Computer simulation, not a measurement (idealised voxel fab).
Process module heading - voxel ribs on slabs
We display cut, a cross-section 160 nm in width whose square cells are each 5 nm.
Cross-section layout: square cells on a grid; listed as bands, top to bottom; a band spans one or more cell rows. Heads up on the band format: heights come first, top then bottom, in nm. After that it's the materials left to right, each with its width in nm. A single material flagged "all across" fills the whole band edge to edge, and "blank" means there's empty space there. Heads up on the height convention: 0 is the point under which the incoming wafer is all one material, and the lowest band has no bottom, it just keeps going down, like "0..down". A width such as "30->40" changes by the same amount from each row of cells to the next, from the band's top row to its bottom row. Given "remained the same" for a step, no cell of the cross-section differs between before and after that step. "Unvented cavities" specifies each empty space that is not open to the top and that occupies no fewer than 8 cells, using the form width x height at distance, the distance measured from the left edge and all three quantities in nm. On each step's line, the part that comes after the settings is the simulator's own comment on the step. overlay nm: mask offset rightward from planned place, masked step; negative means leftward offset.
# This section lists the process steps that were planned
1: RECEIVE with material Si
2: DIRECTIONAL_DEP with material SiO2, thk nm 20
3: DIRECTIONAL_DEP with material polySi, thk nm 20
4: MASKED_ETCH with tone cover, mask id RIB, width nm 30, etch materials polySi, depth nm 5, overlay nm 0
5: PATTERN with tone cover, mask id SLAB, material resist, width nm 80, thk nm 20, overlay nm 0
6: DIRECTIONAL_ETCH with etch materials polySi, depth nm 15
7: STRIP with etch materials resist
8: FILL_DEP with material SiO2, thk nm 20
9: CMP with height nm 55
10: DIRECTIONAL_DEP with material W, thk nm 10
11: MASKED_ETCH with tone cover, mask id HEATER, width nm 40, etch materials W, depth nm 10, overlay nm 0
12: CONFORMAL_DEP with material SiN, thk nm 5
# Delivered wafer in cross-section: state after step 1
  0..down  Si all across
  Unvented cavities: none
# What the wafer looks like in cross-section after this module, when it starts as shown above and follows the plan above but one mistake is made in running it
  70..65  55 nm blank / 50 nm SiN / 55 nm blank
  65..60  55 nm blank / 5 nm SiN / 40 nm W / 5 nm SiN / 55 nm blank
  60..55  60 nm SiN / 40 nm W / 60 nm SiN
  55..40  SiO2 all across
  40..35  65 nm SiO2 / 30 nm polySi / 65 nm SiO2
  35..20  40 nm SiO2 / 80 nm polySi / 40 nm SiO2
  20..0  SiN all across
  0..down  Si all across
  Unvented cavities: none
Diagnosis: step 2 did not use the planned setting and instead ran as DIRECTIONAL_DEP with material SiN, thk nm 20
